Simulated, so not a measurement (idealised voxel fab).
The following is a process module called voxel trench capacitor.
It is cross-section cut that appears here, measuring 275 nm in width, its square cells being 5 nm in size.
Cross-section, as written here: a square-cell grid given band by band from the top down, where a band holds one or more rows of cells.
What a band's entry tells you: where the top is and where the bottom is, as heights in nm, and after that what lies inside, material by material from left to right, each with its width in nm. Empty space is written as the word "blank", and a single material marked with the word "edge to edge" occupies the band from edge to edge.
Measure heights from 0. That's the level where, below it, the as-received wafer is all one material. The lowest band is bottomless and extends downward; write it as in "0 and below".
Width spec "30->40" -> top row of cells at first value, bottom row at second value, equal per-row change in between.
Given "everything unchanged" for a step, no cell of the cross-section differs between before and after that step.
The entry "Internal closed voids" lists the empty spaces that cover at least 8 cells and have no open path to the top. Each is written as width x height at distance, where the distance is measured from the left edge and all three values are in nm.
Where a step's line continues beyond its settings, the continuation is a remark by the simulator itself on that step.
overlay nm: where the mask lay relative to plan, measured to the right, on steps with a mask; negatives go left.
### Planned process steps
1 RECEIVE with material Si
2 CONFORMAL_DEP with material SiN, thk nm 10
3 MASKED_ETCH with tone open, mask id TRENCH, width nm 30, pitch nm 60, etch materials SiN, depth nm 10, overlay nm 0
4 MASKED_ETCH with tone open, mask id TRENCH, width nm 30, pitch nm 60, etch materials Si, depth nm 25, overlay nm 0
5 CONFORMAL_DEP with material Al2O3, thk nm 5
6 CONFORMAL_DEP with material TiN, thk nm 5
7 FILL_DEP with material W, thk nm 10
8 CMP with height nm 10
### The first of the two wafers, which ran as planned
### So this is the incoming wafer in cross-section - it's already been through step 1
    0 and below | Si edge to edge
    Internal closed voids: none
### Cross-section: wafer state after step 2
    10 down to 0 | SiN edge to edge
    Beneath the level 0, the cross-section is identical to its previous state.
### Cross-section: wafer state after step 3
    10 down to 0 | 30 of SiN; 30 of blank; 30 of SiN; 30 of blank; 30 of SiN; 30 of blank; 30 of SiN; 30 of blank; 35 of SiN
    Beneath the level 0, the cross-section is identical to its previous state.
### Cross-section: wafer state after step 4
    10 down to 0 | 30 of SiN; 30 of blank; 30 of SiN; 30 of blank; 30 of SiN; 30 of blank; 30 of SiN; 30 of blank; 35 of SiN
    0 down to -25 | 30 of Si; 30 of blank; 30 of Si; 30 of blank; 30 of Si; 30 of blank; 30 of Si; 30 of blank; 35 of Si
    Beneath the level -25, the cross-section is identical to its previous state.
### Cross-section: wafer state after step 5
    15 down to 10 | 35 of Al2O3; 20 of blank; 40 of Al2O3; 20 of blank; 40 of Al2O3; 20 of blank; 40 of Al2O3; 20 of blank; 40 of Al2O3
    10 down to 0 | 30 of SiN; 5 of Al2O3; 20 of blank; 5 of Al2O3; 30 of SiN; 5 of Al2O3; 20 of blank; 5 of Al2O3; 30 of SiN; 5 of Al2O3; 20 of blank; 5 of Al2O3; 30 of SiN; 5 of Al2O3; 20 of blank; 5 of Al2O3; 35 of SiN
    0 down to -20 | 30 of Si; 5 of Al2O3; 20 of blank; 5 of Al2O3; 30 of Si; 5 of Al2O3; 20 of blank; 5 of Al2O3; 30 of Si; 5 of Al2O3; 20 of blank; 5 of Al2O3; 30 of Si; 5 of Al2O3; 20 of blank; 5 of Al2O3; 35 of Si
    -20 down to -25 | 30 of Si; 30 of Al2O3; 30 of Si; 30 of Al2O3; 30 of Si; 30 of Al2O3; 30 of Si; 30 of Al2O3; 35 of Si
    Beneath the level -25, the cross-section is identical to its previous state.
### Cross-section: wafer state after step 6
    20 down to 15 | 40 of TiN; 10 of blank; 50 of TiN; 10 of blank; 50 of TiN; 10 of blank; 50 of TiN; 10 of blank; 45 of TiN
    15 down to 10 | 35 of Al2O3; 5 of TiN; 10 of blank; 5 of TiN; 40 of Al2O3; 5 of TiN; 10 of blank; 5 of TiN; 40 of Al2O3; 5 of TiN; 10 of blank; 5 of TiN; 40 of Al2O3; 5 of TiN; 10 of blank; 5 of TiN; 40 of Al2O3
    10 down to 0 | 30 of SiN; 5 of Al2O3; 5 of TiN; 10 of blank; 5 of TiN; 5 of Al2O3; 30 of SiN; 5 of Al2O3; 5 of TiN; 10 of blank; 5 of TiN; 5 of Al2O3; 30 of SiN; 5 of Al2O3; 5 of TiN; 10 of blank; 5 of TiN; 5 of Al2O3; 30 of SiN; 5 of Al2O3; 5 of TiN; 10 of blank; 5 of TiN; 5 of Al2O3; 35 of SiN
    0 down to -15 | 30 of Si; 5 of Al2O3; 5 of TiN; 10 of blank; 5 of TiN; 5 of Al2O3; 30 of Si; 5 of Al2O3; 5 of TiN; 10 of blank; 5 of TiN; 5 of Al2O3; 30 of Si; 5 of Al2O3; 5 of TiN; 10 of blank; 5 of TiN; 5 of Al2O3; 30 of Si; 5 of Al2O3; 5 of TiN; 10 of blank; 5 of TiN; 5 of Al2O3; 35 of Si
    -15 down to -20 | 30 of Si; 5 of Al2O3; 20 of TiN; 5 of Al2O3; 30 of Si; 5 of Al2O3; 20 of TiN; 5 of Al2O3; 30 of Si; 5 of Al2O3; 20 of TiN; 5 of Al2O3; 30 of Si; 5 of Al2O3; 20 of TiN; 5 of Al2O3; 35 of Si
    Beneath the level -20, the cross-section is identical to its previous state.
### Cross-section: wafer state after step 7
    30 down to 20 | W edge to edge
    20 down to 15 | 40 of TiN; 10 of W; 50 of TiN; 10 of W; 50 of TiN; 10 of W; 50 of TiN; 10 of W; 45 of TiN
    15 down to 10 | 35 of Al2O3; 5 of TiN; 10 of W; 5 of TiN; 40 of Al2O3; 5 of TiN; 10 of W; 5 of TiN; 40 of Al2O3; 5 of TiN; 10 of W; 5 of TiN; 40 of Al2O3; 5 of TiN; 10 of W; 5 of TiN; 40 of Al2O3
    10 down to 0 | 30 of SiN; 5 of Al2O3; 5 of TiN; 10 of W; 5 of TiN; 5 of Al2O3; 30 of SiN; 5 of Al2O3; 5 of TiN; 10 of W; 5 of TiN; 5 of Al2O3; 30 of SiN; 5 of Al2O3; 5 of TiN; 10 of W; 5 of TiN; 5 of Al2O3; 30 of SiN; 5 of Al2O3; 5 of TiN; 10 of W; 5 of TiN; 5 of Al2O3; 35 of SiN
    0 down to -15 | 30 of Si; 5 of Al2O3; 5 of TiN; 10 of W; 5 of TiN; 5 of Al2O3; 30 of Si; 5 of Al2O3; 5 of TiN; 10 of W; 5 of TiN; 5 of Al2O3; 30 of Si; 5 of Al2O3; 5 of TiN; 10 of W; 5 of TiN; 5 of Al2O3; 30 of Si; 5 of Al2O3; 5 of TiN; 10 of W; 5 of TiN; 5 of Al2O3; 35 of Si
    Beneath the level -15, the cross-section is identical to its previous state.
### Cross-section: wafer state after step 8
    10 down to 0 | 30 of SiN; 5 of Al2O3; 5 of TiN; 10 of W; 5 of TiN; 5 of Al2O3; 30 of SiN; 5 of Al2O3; 5 of TiN; 10 of W; 5 of TiN; 5 of Al2O3; 30 of SiN; 5 of Al2O3; 5 of TiN; 10 of W; 5 of TiN; 5 of Al2O3; 30 of SiN; 5 of Al2O3; 5 of TiN; 10 of W; 5 of TiN; 5 of Al2O3; 35 of SiN
    Beneath the level 0, the cross-section is identical to its previous state.
### Second wafer, same starting conditions and recipe as the first, one mistake in executing it, nothing differs from the first up to and including step 3
### X-section, second wafer, when step 4 was due to finish
    10 down to 0 | 30 of SiN; 30 of blank; 30 of SiN; 30 of blank; 30 of SiN; 30 of blank; 30 of SiN; 30 of blank; 35 of SiN
    0 down to -15 | 30 of Si; 30 of blank; 30 of Si; 30 of blank; 30 of Si; 30 of blank; 30 of Si; 30 of blank; 35 of Si
    Beneath the level -15, the cross-section is identical to its previous state.
### X-section, second wafer, when step 5 was due to finish
    15 down to 10 | 35 of Al2O3; 20 of blank; 40 of Al2O3; 20 of blank; 40 of Al2O3; 20 of blank; 40 of Al2O3; 20 of blank; 40 of Al2O3
    10 down to 0 | 30 of SiN; 5 of Al2O3; 20 of blank; 5 of Al2O3; 30 of SiN; 5 of Al2O3; 20 of blank; 5 of Al2O3; 30 of SiN; 5 of Al2O3; 20 of blank; 5 of Al2O3; 30 of SiN; 5 of Al2O3; 20 of blank; 5 of Al2O3; 35 of SiN
    0 down to -10 | 30 of Si; 5 of Al2O3; 20 of blank; 5 of Al2O3; 30 of Si; 5 of Al2O3; 20 of blank; 5 of Al2O3; 30 of Si; 5 of Al2O3; 20 of blank; 5 of Al2O3; 30 of Si; 5 of Al2O3; 20 of blank; 5 of Al2O3; 35 of Si
    -10 down to -15 | 30 of Si; 30 of Al2O3; 30 of Si; 30 of Al2O3; 30 of Si; 30 of Al2O3; 30 of Si; 30 of Al2O3; 35 of Si
    Beneath the level -15, the cross-section is identical to its previous state.
### X-section, second wafer, when step 6 was due to finish
    20 down to 15 | 40 of TiN; 10 of blank; 50 of TiN; 10 of blank; 50 of TiN; 10 of blank; 50 of TiN; 10 of blank; 45 of TiN
    15 down to 10 | 35 of Al2O3; 5 of TiN; 10 of blank; 5 of TiN; 40 of Al2O3; 5 of TiN; 10 of blank; 5 of TiN; 40 of Al2O3; 5 of TiN; 10 of blank; 5 of TiN; 40 of Al2O3; 5 of TiN; 10 of blank; 5 of TiN; 40 of Al2O3
    10 down to 0 | 30 of SiN; 5 of Al2O3; 5 of TiN; 10 of blank; 5 of TiN; 5 of Al2O3; 30 of SiN; 5 of Al2O3; 5 of TiN; 10 of blank; 5 of TiN; 5 of Al2O3; 30 of SiN; 5 of Al2O3; 5 of TiN; 10 of blank; 5 of TiN; 5 of Al2O3; 30 of SiN; 5 of Al2O3; 5 of TiN; 10 of blank; 5 of TiN; 5 of Al2O3; 35 of SiN
    0 down to -5 | 30 of Si; 5 of Al2O3; 5 of TiN; 10 of blank; 5 of TiN; 5 of Al2O3; 30 of Si; 5 of Al2O3; 5 of TiN; 10 of blank; 5 of TiN; 5 of Al2O3; 30 of Si; 5 of Al2O3; 5 of TiN; 10 of blank; 5 of TiN; 5 of Al2O3; 30 of Si; 5 of Al2O3; 5 of TiN; 10 of blank; 5 of TiN; 5 of Al2O3; 35 of Si
    -5 down to -10 | 30 of Si; 5 of Al2O3; 20 of TiN; 5 of Al2O3; 30 of Si; 5 of Al2O3; 20 of TiN; 5 of Al2O3; 30 of Si; 5 of Al2O3; 20 of TiN; 5 of Al2O3; 30 of Si; 5 of Al2O3; 20 of TiN; 5 of Al2O3; 35 of Si
    Beneath the level -10, the cross-section is identical to its previous state.
### X-section, second wafer, when step 7 was due to finish
    30 down to 20 | W edge to edge
    20 down to 15 | 40 of TiN; 10 of W; 50 of TiN; 10 of W; 50 of TiN; 10 of W; 50 of TiN; 10 of W; 45 of TiN
    15 down to 10 | 35 of Al2O3; 5 of TiN; 10 of W; 5 of TiN; 40 of Al2O3; 5 of TiN; 10 of W; 5 of TiN; 40 of Al2O3; 5 of TiN; 10 of W; 5 of TiN; 40 of Al2O3; 5 of TiN; 10 of W; 5 of TiN; 40 of Al2O3
    10 down to 0 | 30 of SiN; 5 of Al2O3; 5 of TiN; 10 of W; 5 of TiN; 5 of Al2O3; 30 of SiN; 5 of Al2O3; 5 of TiN; 10 of W; 5 of TiN; 5 of Al2O3; 30 of SiN; 5 of Al2O3; 5 of TiN; 10 of W; 5 of TiN; 5 of Al2O3; 30 of SiN; 5 of Al2O3; 5 of TiN; 10 of W; 5 of TiN; 5 of Al2O3; 35 of SiN
    0 down to -5 | 30 of Si; 5 of Al2O3; 5 of TiN; 10 of W; 5 of TiN; 5 of Al2O3; 30 of Si; 5 of Al2O3; 5 of TiN; 10 of W; 5 of TiN; 5 of Al2O3; 30 of Si; 5 of Al2O3; 5 of TiN; 10 of W; 5 of TiN; 5 of Al2O3; 30 of Si; 5 of Al2O3; 5 of TiN; 10 of W; 5 of TiN; 5 of Al2O3; 35 of Si
    Beneath the level -5, the cross-section is identical to its previous state.
### X-section, second wafer, when step 8 was due to finish
    10 down to 0 | 30 of SiN; 5 of Al2O3; 5 of TiN; 10 of W; 5 of TiN; 5 of Al2O3; 30 of SiN; 5 of Al2O3; 5 of TiN; 10 of W; 5 of TiN; 5 of Al2O3; 30 of SiN; 5 of Al2O3; 5 of TiN; 10 of W; 5 of TiN; 5 of Al2O3; 30 of SiN; 5 of Al2O3; 5 of TiN; 10 of W; 5 of TiN; 5 of Al2O3; 35 of SiN
    Beneath the level 0, the cross-section is identical to its previous state.
What was the processing mistake? step 4 was run on a setting that differed from the plan, and what really ran there is MASKED_ETCH with tone open, mask id TRENCH, width nm 30, pitch nm 60, etch materials Si, depth nm 15, overlay nm 0
Wrapping up, a cell-based count of both wafers puts the second over or under the first for these materials: Al2O3 -16, Si +48, TiN -16, W -16
